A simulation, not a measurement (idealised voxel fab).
Name of the process module below: voxel wiring stack
245 nm wide, 5 nm square cells: that's cross-section cut.
For the purposes of this document, a cross-section shall be understood as a grid of square cells, specified as bands listed in top-to-bottom order, each band consisting of one or more rows of cells. The entry gives the band's vertical extent as a top height and a bottom height in nm, then its horizontal make-up as materials from left to right, each with a width in nm. "blank" stands for empty space; a single material marked "edge to edge" fills the band edge to edge. Beneath 0, the wafer as received is one material, and that level is where height counting begins. The lowest band goes on downward without a bottom; it is written like "0 and below". The width entry "30->40" should be interpreted row by row: the top row of cells in the band takes the first number, the bottom row takes the second number, and the change between adjacent rows is uniform throughout. Reading "all unchanged" for a step: not a cell of the cross-section changed in it. In "Sealed void listing" the enclosed voids are listed, meaning empty spaces of 8 cells or larger without any opening to the top. The form is width x height at distance, distance from the left edge, units nm. after a step's settings: what the simulator itself notes on the step. overlay nm, on a step with a mask: how far to the right of its planned place the mask lay; to the left if negative.

LIST OF PLANNED PROCESS STEPS
step 1: op RECEIVE | material Si
step 2: op CONFORMAL_DEP | material SiO2 | thk nm 15
step 3: op DIRECTIONAL_DEP | material TiN | thk nm 5
step 4: op DIRECTIONAL_DEP | material Ru | thk nm 15
step 5: op MASKED_ETCH | tone cover | mask id METAL_1 | width nm 30 | pitch nm 60 | etch materials Ru | depth nm 15 | overlay nm 0
step 6: op MASKED_ETCH | tone cover | mask id METAL_1 | width nm 30 | pitch nm 60 | etch materials TiN | depth nm 5 | overlay nm 0
step 7: op CONFORMAL_DEP | material SiCN | thk nm 5
step 8: op FILL_DEP | material SiO2 | thk nm 5
step 9: op CMP | height nm 35
step 10: op CONFORMAL_DEP | material SiCN | thk nm 5
step 11: op DIRECTIONAL_DEP | material lowk | thk nm 25
step 12: op PATTERN | tone open | mask id METAL_2 | material resist | width nm 30 | pitch nm 60 | thk nm 20 | overlay nm 0
step 13: op DIRECTIONAL_ETCH | etch materials lowk | depth nm 15
step 14: op STRIP | etch materials resist
step 15: op PATTERN | tone open | mask id METAL_2_HOLES | material resist | width nm 15 | pitch nm 120 | thk nm 15 | overlay nm 0
step 16: op DIRECTIONAL_ETCH | etch materials lowk | depth nm 10
step 17: op DIRECTIONAL_ETCH | etch materials SiCN | depth nm 5
step 18: op STRIP | etch materials resist
step 19: op CONFORMAL_DEP | material TiN | thk nm 5
step 20: op FILL_DEP | material Cu | thk nm 5
step 21: op CMP | height nm 65
step 22: op CONFORMAL_DEP | material SiCN | thk nm 5
step 23: op DIRECTIONAL_DEP | material SiO2 | thk nm 30
step 24: op MASKED_ETCH | tone open | mask id METAL_3 | width nm 30 | pitch nm 60 | etch materials SiO2 | depth nm 15 | overlay nm 0
step 25: op DIRECTIONAL_DEP | material aC | thk nm 10
step 26: op PATTERN | tone open | mask id METAL_3_HOLES | material resist | width nm 15 | pitch nm 120 | thk nm 25 | overlay nm 0
step 27: op DIRECTIONAL_ETCH | etch materials aC | depth nm 10
step 28: op STRIP | etch materials resist
step 29: op DIRECTIONAL_ETCH | etch materials SiO2 | depth nm 15
step 30: op DIRECTIONAL_ETCH | etch materials SiCN | depth nm 5
step 31: op STRIP | etch materials aC
step 32: op CONFORMAL_DEP | material TiN | thk nm 5
step 33: op FILL_DEP | material Cu | thk nm 10
step 34: op CMP | height nm 100
step 35: op CONFORMAL_DEP | material SiCN | thk nm 5
step 36: op DIRECTIONAL_DEP | material lowk | thk nm 10
step 37: op MASKED_ETCH | tone open | mask id PLUG_3 | width nm 15 | pitch nm 60 | etch materials lowk | depth nm 10 | overlay nm 0
step 38: op MASKED_ETCH | tone open | mask id PLUG_3 | width nm 15 | pitch nm 60 | etch materials SiCN | depth nm 5 | overlay nm 0
step 39: op CONFORMAL_DEP | material TiN | thk nm 5
step 40: op FILL_DEP | material Cu | thk nm 5
step 41: op CMP | height nm 115
step 42: op CONFORMAL_DEP | material SiN | thk nm 5
step 43: op DIRECTIONAL_DEP | material SiO2 | thk nm 25
step 44: op PATTERN | tone open | mask id METAL_4 | material resist | width nm 30 | pitch nm 60 | thk nm 15 | overlay nm 0
step 45: op DIRECTIONAL_ETCH | etch materials SiO2 | depth nm 25
step 46: op DIRECTIONAL_ETCH | etch materials SiN | depth nm 5
step 47: op STRIP | etch materials resist
step 48: op CONFORMAL_DEP | material TiN | thk nm 5
step 49: op FILL_DEP | material W | thk nm 10
step 50: op CMP | height nm 145
step 51: op EPI | material Ru | thk nm 5
step 52: op FILL_DEP | material SiCN | thk nm 5

SO, THE FIRST OF OUR TWO WAFERS, RUN JUST AS WE PLANNED IT

INCOMING WAFER, CROSS-SECTIONAL VIEW, POST STEP 1
0 and below  Si edge to edge
Sealed void listing: none

TAKE A LOOK AT THE WAFER'S CROSS-SECTION AFTER STEP 2
15 down to 0  SiO2 edge to edge
Below a height of 0, the structure has not been altered.

TAKE A LOOK AT THE WAFER'S CROSS-SECTION AFTER STEP 3
20 down to 15  TiN edge to edge
Below a height of 15, the structure has not been altered.

TAKE A LOOK AT THE WAFER'S CROSS-SECTION AFTER STEP 4
35 down to 20  Ru edge to edge
Below a height of 20, the structure has not been altered.

TAKE A LOOK AT THE WAFER'S CROSS-SECTION AFTER STEP 5
35 down to 20  blank=45 / Ru=30 / blank=30 / Ru=30 / blank=30 / Ru=30 / blank=50
Below a height of 20, the structure has not been altered.

TAKE A LOOK AT THE WAFER'S CROSS-SECTION AFTER STEP 6
35 down to 20  blank=45 / Ru=30 / blank=30 / Ru=30 / blank=30 / Ru=30 / blank=50
20 down to 15  blank=45 / TiN=30 / blank=30 / TiN=30 / blank=30 / TiN=30 / blank=50
Below a height of 15, the structure has not been altered.

TAKE A LOOK AT THE WAFER'S CROSS-SECTION AFTER STEP 7
40 down to 35  blank=40 / SiCN=40 / blank=20 / SiCN=40 / blank=20 / SiCN=40 / blank=45
35 down to 20  blank=40 / SiCN=5 / Ru=30 / SiCN=5 / blank=20 / SiCN=5 / Ru=30 / SiCN=5 / blank=20 / SiCN=5 / Ru=30 / SiCN=5 / blank=45
20 down to 15  SiCN=45 / TiN=30 / SiCN=30 / TiN=30 / SiCN=30 / TiN=30 / SiCN=50
Below a height of 15, the structure has not been altered.

TAKE A LOOK AT THE WAFER'S CROSS-SECTION AFTER STEP 8
45 down to 40  SiO2 edge to edge
40 down to 35  SiO2=40 / SiCN=40 / SiO2=20 / SiCN=40 / SiO2=20 / SiCN=40 / SiO2=45
35 down to 20  SiO2=40 / SiCN=5 / Ru=30 / SiCN=5 / SiO2=20 / SiCN=5 / Ru=30 / SiCN=5 / SiO2=20 / SiCN=5 / Ru=30 / SiCN=5 / SiO2=45
Below a height of 20, the structure has not been altered.

TAKE A LOOK AT THE WAFER'S CROSS-SECTION AFTER STEP 9
35 down to 20  SiO2=40 / SiCN=5 / Ru=30 / SiCN=5 / SiO2=20 / SiCN=5 / Ru=30 / SiCN=5 / SiO2=20 / SiCN=5 / Ru=30 / SiCN=5 / SiO2=45
Below a height of 20, the structure has not been altered.

TAKE A LOOK AT THE WAFER'S CROSS-SECTION AFTER STEP 10
40 down to 35  SiCN edge to edge
Below a height of 35, the structure has not been altered.

TAKE A LOOK AT THE WAFER'S CROSS-SECTION AFTER STEP 11
65 down to 40  lowk edge to edge
Below a height of 40, the structure has not been altered.

TAKE A LOOK AT THE WAFER'S CROSS-SECTION AFTER STEP 12
85 down to 65  resist=45 / blank=30 / resist=30 / blank=30 / resist=30 / blank=30 / resist=50
Below a height of 65, the structure has not been altered.

TAKE A LOOK AT THE WAFER'S CROSS-SECTION AFTER STEP 13
85 down to 65  resist=45 / blank=30 / resist=30 / blank=30 / resist=30 / blank=30 / resist=50
65 down to 50  lowk=45 / blank=30 / lowk=30 / blank=30 / lowk=30 / blank=30 / lowk=50
Below a height of 50, the structure has not been altered.

TAKE A LOOK AT THE WAFER'S CROSS-SECTION AFTER STEP 14
65 down to 50  lowk=45 / blank=30 / lowk=30 / blank=30 / lowk=30 / blank=30 / lowk=50
Below a height of 50, the structure has not been altered.

TAKE A LOOK AT THE WAFER'S CROSS-SECTION AFTER STEP 15
80 down to 65  resist=45 / blank=15 / resist=105 / blank=15 / resist=65
65 down to 50  lowk=45 / blank=15 / resist=15 / lowk=30 / resist=30 / lowk=30 / blank=15 / resist=15 / lowk=50
Below a height of 50, the structure has not been altered.

TAKE A LOOK AT THE WAFER'S CROSS-SECTION AFTER STEP 16
80 down to 65  resist=45 / blank=15 / resist=105 / blank=15 / resist=65
65 down to 50  lowk=45 / blank=15 / resist=15 / lowk=30 / resist=30 / lowk=30 / blank=15 / resist=15 / lowk=50
50 down to 40  lowk=45 / blank=15 / lowk=105 / blank=15 / lowk=65
Below a height of 40, the structure has not been altered.

TAKE A LOOK AT THE WAFER'S CROSS-SECTION AFTER STEP 17
80 down to 65  resist=45 / blank=15 / resist=105 / blank=15 / resist=65
65 down to 50  lowk=45 / blank=15 / resist=15 / lowk=30 / resist=30 / lowk=30 / blank=15 / resist=15 / lowk=50
50 down to 40  lowk=45 / blank=15 / lowk=105 / blank=15 / lowk=65
40 down to 35  SiCN=45 / blank=15 / SiCN=105 / blank=15 / SiCN=65
Below a height of 35, the structure has not been altered.

TAKE A LOOK AT THE WAFER'S CROSS-SECTION AFTER STEP 18
65 down to 50  lowk=45 / blank=30 / lowk=30 / blank=30 / lowk=30 / blank=30 / lowk=50
Below a height of 50, the structure has not been altered.

TAKE A LOOK AT THE WAFER'S CROSS-SECTION AFTER STEP 19
70 down to 65  TiN=50 / blank=20 / TiN=40 / blank=20 / TiN=40 / blank=20 / TiN=55
65 down to 55  lowk=45 / TiN=5 / blank=20 / TiN=5 / lowk=30 / TiN=5 / blank=20 / TiN=5 / lowk=30 / TiN=5 / blank=20 / TiN=5 / lowk=50
55 down to 50  lowk=45 / TiN=5 / blank=5 / TiN=20 / lowk=30 / TiN=30 / lowk=30 / TiN=5 / blank=5 / TiN=20 / lowk=50
50 down to 40  lowk=45 / TiN=5 / blank=5 / TiN=5 / lowk=105 / TiN=5 / blank=5 / TiN=5 / lowk=65
40 down to 35  SiCN=45 / TiN=15 / SiCN=105 / TiN=15 / SiCN=65
Below a height of 35, the structure has not been altered.

TAKE A LOOK AT THE WAFER'S CROSS-SECTION AFTER STEP 20
75 down to 70  Cu edge to edge
70 down to 65  TiN=50 / Cu=20 / TiN=40 / Cu=20 / TiN=40 / Cu=20 / TiN=55
65 down to 55  lowk=45 / TiN=5 / Cu=20 / TiN=5 / lowk=30 / TiN=5 / Cu=20 / TiN=5 / lowk=30 / TiN=5 / Cu=20 / TiN=5 / lowk=50
55 down to 50  lowk=45 / TiN=5 / Cu=5 / TiN=20 / lowk=30 / TiN=30 / lowk=30 / TiN=5 / Cu=5 / TiN=20 / lowk=50
50 down to 40  lowk=45 / TiN=5 / Cu=5 / TiN=5 / lowk=105 / TiN=5 / Cu=5 / TiN=5 / lowk=65
Below a height of 40, the structure has not been altered.

TAKE A LOOK AT THE WAFER'S CROSS-SECTION AFTER STEP 21
65 down to 55  lowk=45 / TiN=5 / Cu=20 / TiN=5 / lowk=30 / TiN=5 / Cu=20 / TiN=5 / lowk=30 / TiN=5 / Cu=20 / TiN=5 / lowk=50
Below a height of 55, the structure has not been altered.

TAKE A LOOK AT THE WAFER'S CROSS-SECTION AFTER STEP 22
70 down to 65  SiCN edge to edge
Below a height of 65, the structure has not been altered.

TAKE A LOOK AT THE WAFER'S CROSS-SECTION AFTER STEP 23
100 down to 70  SiO2 edge to edge
Below a height of 70, the structure has not been altered.

TAKE A LOOK AT THE WAFER'S CROSS-SECTION AFTER STEP 24
100 down to 85  SiO2=45 / blank=30 / SiO2=30 / blank=30 / SiO2=30 / blank=30 / SiO2=50
Below a height of 85, the structure has not been altered.

TAKE A LOOK AT THE WAFER'S CROSS-SECTION AFTER STEP 25
110 down to 100  aC=45 / blank=30 / aC=30 / blank=30 / aC=30 / blank=30 / aC=50
100 down to 95  SiO2=45 / blank=30 / SiO2=30 / blank=30 / SiO2=30 / blank=30 / SiO2=50
95 down to 85  SiO2=45 / aC=30 / SiO2=30 / aC=30 / SiO2=30 / aC=30 / SiO2=50
Below a height of 85, the structure has not been altered.

TAKE A LOOK AT THE WAFER'S CROSS-SECTION AFTER STEP 26
135 down to 110  resist=45 / blank=15 / resist=105 / blank=15 / resist=65
110 down to 100  aC=45 / blank=15 / resist=15 / aC=30 / resist=30 / aC=30 / blank=15 / resist=15 / aC=50
100 down to 95  SiO2=45 / blank=15 / resist=15 / SiO2=30 / resist=30 / SiO2=30 / blank=15 / resist=15 / SiO2=50
Below a height of 95, the structure has not been altered.

TAKE A LOOK AT THE WAFER'S CROSS-SECTION AFTER STEP 27
125 down to 110  resist=45 / blank=15 / resist=105 / blank=15 / resist=65
110 down to 100  aC=45 / blank=15 / resist=15 / aC=30 / resist=30 / aC=30 / blank=15 / resist=15 / aC=50
100 down to 95  SiO2=45 / blank=15 / resist=15 / SiO2=30 / resist=30 / SiO2=30 / blank=15 / resist=15 / SiO2=50
95 down to 85  SiO2=45 / blank=15 / aC=15 / SiO2=30 / aC=30 / SiO2=30 / blank=15 / aC=15 / SiO2=50
Below a height of 85, the structure has not been altered.

TAKE A LOOK AT THE WAFER'S CROSS-SECTION AFTER STEP 28
110 down to 100  aC=45 / blank=30 / aC=30 / blank=30 / aC=30 / blank=30 / aC=50
100 down to 95  SiO2=45 / blank=30 / SiO2=30 / blank=30 / SiO2=30 / blank=30 / SiO2=50
Below a height of 95, the structure has not been altered.

TAKE A LOOK AT THE WAFER'S CROSS-SECTION AFTER STEP 29
110 down to 100  aC=45 / blank=30 / aC=30 / blank=30 / aC=30 / blank=30 / aC=50
100 down to 95  SiO2=45 / blank=30 / SiO2=30 / blank=30 / SiO2=30 / blank=30 / SiO2=50
95 down to 85  SiO2=45 / blank=15 / aC=15 / SiO2=30 / aC=30 / SiO2=30 / blank=15 / aC=15 / SiO2=50
85 down to 70  SiO2=45 / blank=15 / SiO2=105 / blank=15 / SiO2=65
Below a height of 70, the structure has not been altered.

TAKE A LOOK AT THE WAFER'S CROSS-SECTION AFTER STEP 30
110 down to 100  aC=45 / blank=30 / aC=30 / blank=30 / aC=30 / blank=30 / aC=50
100 down to 95  SiO2=45 / blank=30 / SiO2=30 / blank=30 / SiO2=30 / blank=30 / SiO2=50
95 down to 85  SiO2=45 / blank=15 / aC=15 / SiO2=30 / aC=30 / SiO2=30 / blank=15 / aC=15 / SiO2=50
85 down to 70  SiO2=45 / blank=15 / SiO2=105 / blank=15 / SiO2=65
70 down to 65  SiCN=45 / blank=15 / SiCN=105 / blank=15 / SiCN=65
Below a height of 65, the structure has not been altered.

TAKE A LOOK AT THE WAFER'S CROSS-SECTION AFTER STEP 31
100 down to 85  SiO2=45 / blank=30 / SiO2=30 / blank=30 / SiO2=30 / blank=30 / SiO2=50
Below a height of 85, the structure has not been altered.

TAKE A LOOK AT THE WAFER'S CROSS-SECTION AFTER STEP 32
105 down to 100  TiN=50 / blank=20 / TiN=40 / blank=20 / TiN=40 / blank=20 / TiN=55
100 down to 90  SiO2=45 / TiN=5 / blank=20 / TiN=5 / SiO2=30 / TiN=5 / blank=20 / TiN=5 / SiO2=30 / TiN=5 / blank=20 / TiN=5 / SiO2=50
90 down to 85  SiO2=45 / TiN=5 / blank=5 / TiN=20 / SiO2=30 / TiN=30 / SiO2=30 / TiN=5 / blank=5 / TiN=20 / SiO2=50
85 down to 70  SiO2=45 / TiN=5 / blank=5 / TiN=5 / SiO2=105 / TiN=5 / blank=5 / TiN=5 / SiO2=65
70 down to 65  SiCN=45 / TiN=15 / SiCN=105 / TiN=15 / SiCN=65
Below a height of 65, the structure has not been altered.

TAKE A LOOK AT THE WAFER'S CROSS-SECTION AFTER STEP 33
115 down to 105  Cu edge to edge
105 down to 100  TiN=50 / Cu=20 / TiN=40 / Cu=20 / TiN=40 / Cu=20 / TiN=55
100 down to 90  SiO2=45 / TiN=5 / Cu=20 / TiN=5 / SiO2=30 / TiN=5 / Cu=20 / TiN=5 / SiO2=30 / TiN=5 / Cu=20 / TiN=5 / SiO2=50
90 down to 85  SiO2=45 / TiN=5 / Cu=5 / TiN=20 / SiO2=30 / TiN=30 / SiO2=30 / TiN=5 / Cu=5 / TiN=20 / SiO2=50
85 down to 70  SiO2=45 / TiN=5 / Cu=5 / TiN=5 / SiO2=105 / TiN=5 / Cu=5 / TiN=5 / SiO2=65
Below a height of 70, the structure has not been altered.

TAKE A LOOK AT THE WAFER'S CROSS-SECTION AFTER STEP 34
100 down to 90  SiO2=45 / TiN=5 / Cu=20 / TiN=5 / SiO2=30 / TiN=5 / Cu=20 / TiN=5 / SiO2=30 / TiN=5 / Cu=20 / TiN=5 / SiO2=50
Below a height of 90, the structure has not been altered.

TAKE A LOOK AT THE WAFER'S CROSS-SECTION AFTER STEP 35
105 down to 100  SiCN edge to edge
Below a height of 100, the structure has not been altered.

TAKE A LOOK AT THE WAFER'S CROSS-SECTION AFTER STEP 36
115 down to 105  lowk edge to edge
Below a height of 105, the structure has not been altered.

TAKE A LOOK AT THE WAFER'S CROSS-SECTION AFTER STEP 37
115 down to 105  lowk=45 / blank=15 / lowk=45 / blank=15 / lowk=45 / blank=15 / lowk=65
Below a height of 105, the structure has not been altered.

TAKE A LOOK AT THE WAFER'S CROSS-SECTION AFTER STEP 38
115 down to 105  lowk=45 / blank=15 / lowk=45 / blank=15 / lowk=45 / blank=15 / lowk=65
105 down to 100  SiCN=45 / blank=15 / SiCN=45 / blank=15 / SiCN=45 / blank=15 / SiCN=65
Below a height of 100, the structure has not been altered.

TAKE A LOOK AT THE WAFER'S CROSS-SECTION AFTER STEP 39
120 down to 115  TiN=50 / blank=5 / TiN=55 / blank=5 / TiN=55 / blank=5 / TiN=70
115 down to 105  lowk=45 / TiN=5 / blank=5 / TiN=5 / lowk=45 / TiN=5 / blank=5 / TiN=5 / lowk=45 / TiN=5 / blank=5 / TiN=5 / lowk=65
105 down to 100  SiCN=45 / TiN=15 / SiCN=45 / TiN=15 / SiCN=45 / TiN=15 / SiCN=65
Below a height of 100, the structure has not been altered.

TAKE A LOOK AT THE WAFER'S CROSS-SECTION AFTER STEP 40
125 down to 120  Cu edge to edge
120 down to 115  TiN=50 / Cu=5 / TiN=55 / Cu=5 / TiN=55 / Cu=5 / TiN=70
115 down to 105  lowk=45 / TiN=5 / Cu=5 / TiN=5 / lowk=45 / TiN=5 / Cu=5 / TiN=5 / lowk=45 / TiN=5 / Cu=5 / TiN=5 / lowk=65
Below a height of 105, the structure has not been altered.

TAKE A LOOK AT THE WAFER'S CROSS-SECTION AFTER STEP 41
115 down to 105  lowk=45 / TiN=5 / Cu=5 / TiN=5 / lowk=45 / TiN=5 / Cu=5 / TiN=5 / lowk=45 / TiN=5 / Cu=5 / TiN=5 / lowk=65
Below a height of 105, the structure has not been altered.

TAKE A LOOK AT THE WAFER'S CROSS-SECTION AFTER STEP 42
120 down to 115  SiN edge to edge
Below a height of 115, the structure has not been altered.

TAKE A LOOK AT THE WAFER'S CROSS-SECTION AFTER STEP 43
145 down to 120  SiO2 edge to edge
Below a height of 120, the structure has not been altered.

TAKE A LOOK AT THE WAFER'S CROSS-SECTION AFTER STEP 44
160 down to 145  resist=45 / blank=30 / resist=30 / blank=30 / resist=30 / blank=30 / resist=50
Below a height of 145, the structure has not been altered.

TAKE A LOOK AT THE WAFER'S CROSS-SECTION AFTER STEP 45
160 down to 145  resist=45 / blank=30 / resist=30 / blank=30 / resist=30 / blank=30 / resist=50
145 down to 120  SiO2=45 / blank=30 / SiO2=30 / blank=30 / SiO2=30 / blank=30 / SiO2=50
Below a height of 120, the structure has not been altered.

TAKE A LOOK AT THE WAFER'S CROSS-SECTION AFTER STEP 46
160 down to 145  resist=45 / blank=30 / resist=30 / blank=30 / resist=30 / blank=30 / resist=50
145 down to 120  SiO2=45 / blank=30 / SiO2=30 / blank=30 / SiO2=30 / blank=30 / SiO2=50
120 down to 115  SiN=45 / blank=30 / SiN=30 / blank=30 / SiN=30 / blank=30 / SiN=50
Below a height of 115, the structure has not been altered.

TAKE A LOOK AT THE WAFER'S CROSS-SECTION AFTER STEP 47
145 down to 120  SiO2=45 / blank=30 / SiO2=30 / blank=30 / SiO2=30 / blank=30 / SiO2=50
Below a height of 120, the structure has not been altered.

TAKE A LOOK AT THE WAFER'S CROSS-SECTION AFTER STEP 48
150 down to 145  TiN=50 / blank=20 / TiN=40 / blank=20 / TiN=40 / blank=20 / TiN=55
145 down to 120  SiO2=45 / TiN=5 / blank=20 / TiN=5 / SiO2=30 / TiN=5 / blank=20 / TiN=5 / SiO2=30 / TiN=5 / blank=20 / TiN=5 / SiO2=50
120 down to 115  SiN=45 / TiN=30 / SiN=30 / TiN=30 / SiN=30 / TiN=30 / SiN=50
Below a height of 115, the structure has not been altered.

TAKE A LOOK AT THE WAFER'S CROSS-SECTION AFTER STEP 49
160 down to 150  W edge to edge
150 down to 145  TiN=50 / W=20 / TiN=40 / W=20 / TiN=40 / W=20 / TiN=55
145 down to 120  SiO2=45 / TiN=5 / W=20 / TiN=5 / SiO2=30 / TiN=5 / W=20 / TiN=5 / SiO2=30 / TiN=5 / W=20 / TiN=5 / SiO2=50
Below a height of 120, the structure has not been altered.

TAKE A LOOK AT THE WAFER'S CROSS-SECTION AFTER STEP 50
145 down to 120  SiO2=45 / TiN=5 / W=20 / TiN=5 / SiO2=30 / TiN=5 / W=20 / TiN=5 / SiO2=30 / TiN=5 / W=20 / TiN=5 / SiO2=50
Below a height of 120, the structure has not been altered.

TAKE A LOOK AT THE WAFER'S CROSS-SECTION AFTER STEP 51
150 down to 145  blank=40 / Ru=40 / blank=20 / Ru=40 / blank=20 / Ru=40 / blank=45
Below a height of 145, the structure has not been altered.

TAKE A LOOK AT THE WAFER'S CROSS-SECTION AFTER STEP 52
155 down to 150  SiCN edge to edge
150 down to 145  SiCN=40 / Ru=40 / SiCN=20 / Ru=40 / SiCN=20 / Ru=40 / SiCN=45
Below a height of 145, the structure has not been altered.

REGARDING THE SECOND OF THE TWO WAFERS: IT SHARED THE FIRST WAFER'S STARTING CONDITION AND PROCESS PLAN, YET ONE ERROR OCCURRED DURING ITS EXECUTION. ITS HISTORY COINCIDES WITH THAT OF THE FIRST WAFER UP TO AND INCLUDING STEP 43

WHEN STEP 44 SHOULD HAVE ENDED
160 down to 145  resist=35 / blank=30 / resist=30 / blank=30 / resist=30 / blank=30 / resist=60
Below a height of 145, the structure has not been altered.

WHEN STEP 45 SHOULD HAVE ENDED
160 down to 145  resist=35 / blank=30 / resist=30 / blank=30 / resist=30 / blank=30 / resist=60
145 down to 120  SiO2=35 / blank=30 / SiO2=30 / blank=30 / SiO2=30 / blank=30 / SiO2=60
Below a height of 120, the structure has not been altered.

WHEN STEP 46 SHOULD HAVE ENDED
160 down to 145  resist=35 / blank=30 / resist=30 / blank=30 / resist=30 / blank=30 / resist=60
145 down to 120  SiO2=35 / blank=30 / SiO2=30 / blank=30 / SiO2=30 / blank=30 / SiO2=60
120 down to 115  SiN=35 / blank=30 / SiN=30 / blank=30 / SiN=30 / blank=30 / SiN=60
Below a height of 115, the structure has not been altered.

WHEN STEP 47 SHOULD HAVE ENDED
145 down to 120  SiO2=35 / blank=30 / SiO2=30 / blank=30 / SiO2=30 / blank=30 / SiO2=60
Below a height of 120, the structure has not been altered.

WHEN STEP 48 SHOULD HAVE ENDED
150 down to 145  TiN=40 / blank=20 / TiN=40 / blank=20 / TiN=40 / blank=20 / TiN=65
145 down to 120  SiO2=35 / TiN=5 / blank=20 / TiN=5 / SiO2=30 / TiN=5 / blank=20 / TiN=5 / SiO2=30 / TiN=5 / blank=20 / TiN=5 / SiO2=60
120 down to 115  SiN=35 / TiN=30 / SiN=30 / TiN=30 / SiN=30 / TiN=30 / SiN=60
Below a height of 115, the structure has not been altered.

WHEN STEP 49 SHOULD HAVE ENDED
160 down to 150  W edge to edge
150 down to 145  TiN=40 / W=20 / TiN=40 / W=20 / TiN=40 / W=20 / TiN=65
145 down to 120  SiO2=35 / TiN=5 / W=20 / TiN=5 / SiO2=30 / TiN=5 / W=20 / TiN=5 / SiO2=30 / TiN=5 / W=20 / TiN=5 / SiO2=60
Below a height of 120, the structure has not been altered.

WHEN STEP 50 SHOULD HAVE ENDED
145 down to 120  SiO2=35 / TiN=5 / W=20 / TiN=5 / SiO2=30 / TiN=5 / W=20 / TiN=5 / SiO2=30 / TiN=5 / W=20 / TiN=5 / SiO2=60
Below a height of 120, the structure has not been altered.

WHEN STEP 51 SHOULD HAVE ENDED
150 down to 145  blank=30 / Ru=40 / blank=20 / Ru=40 / blank=20 / Ru=40 / blank=55
Below a height of 145, the structure has not been altered.

WHEN STEP 52 SHOULD HAVE ENDED
155 down to 150  SiCN edge to edge
150 down to 145  SiCN=30 / Ru=40 / SiCN=20 / Ru=40 / SiCN=20 / Ru=40 / SiCN=55
Below a height of 145, the structure has not been altered.
Run error: note that step 44 departed from the planned setting and was carried out as op PATTERN | tone open | mask id METAL_4 | material resist | width nm 30 | pitch nm 60 | thk nm 15 | overlay nm -10
Cell counts per material: same on both final wafers. Positions: different.
